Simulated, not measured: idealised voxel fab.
Presented below is a process module, voxel trench capacitor.
Pictured: cross-section cut, 170 nm wide, on a grid of 5 nm square cells.
Bands, listed from the top down, are how a cross-section gets written in this document; the cross-section itself is a grid of square cells, and a band is one or more rows of them. What a band's entry tells you: where the top is and where the bottom is, as heights in nm, and after that what lies inside, material by material from left to right, each with its width in nm. Empty space is written as the word "empty", and a single material marked with the word "full width" occupies the band from edge to edge. Beneath 0, the wafer as received is one material, and that level is where height counting begins. The lowest band goes on downward without a bottom; it is written like "0 down". The expression "30..40" gives the width at the extremes of the band, the first number at its top row of cells and the second at its bottom row, with the width changing by equal amounts from each row to the next in between. "no change occurred" (step): cross-section cells unchanged, all of them. Closed-off voids of 8+ cells (no open route to the top) go in "Closed void roster", written width x height at distance from the left edge, in nm. Step line, after settings: the simulator's comment on this step. Regarding "overlay nm": on a step with a mask, it is the distance the mask lay to the right of its planned place; a negative value places it to the left.
-- The steps planned for the process are as follows
1 op RECEIVE | material Si
2 op CONFORMAL_DEP | material SiN | thk nm 10
3 op DIRECTIONAL_DEP | material aC | thk nm 15
4 op PATTERN | tone open | mask id TRENCH | material resist | width nm 25 | pitch nm 45 | thk nm 35 | overlay nm -10
5 op DIRECTIONAL_ETCH | etch materials aC | depth nm 15
6 op STRIP | etch materials resist
7 op DIRECTIONAL_ETCH | etch materials SiN | depth nm 10
8 op DIRECTIONAL_ETCH | etch materials Si | depth nm 40
9 op STRIP | etch materials aC
10 op CONFORMAL_DEP | material Al2O3 | thk nm 5
11 op CONFORMAL_DEP | material TiN | thk nm 5
12 op FILL_DEP | material W | thk nm 5
13 op CMP | height nm 10
Variable across wafers: step 4 overlay nm (plan value is that of the first wafer; starting state common to all).
-- This is how the first of several wafers looked in cross-section when it arrived, which is after step 1
	0 down: Si full width
	Closed void roster: none
-- Tabulated below, wafer by wafer, are the end-of-module results: for each material, the number of cells gained (+) or lost (-) relative to the as-received state, followed by the closed voids
overlay nm -10; +69 Al2O3; -120 Si; +38 SiN; +57 TiN; +24 W; Closed void roster: none
overlay nm -5; +69 Al2O3; -120 Si; +38 SiN; +57 TiN; +24 W; Closed void roster: none
overlay nm 0; +69 Al2O3; -120 Si; +38 SiN; +57 TiN; +24 W; Closed void roster: none
overlay nm 5; +69 Al2O3; -120 Si; +38 SiN; +57 TiN; +24 W; Closed void roster: none
overlay nm 10; +69 Al2O3; -120 Si; +38 SiN; +57 TiN; +24 W; Closed void roster: none
overlay nm 15; +69 Al2O3; -120 Si; +38 SiN; +57 TiN; +24 W; Closed void roster: none
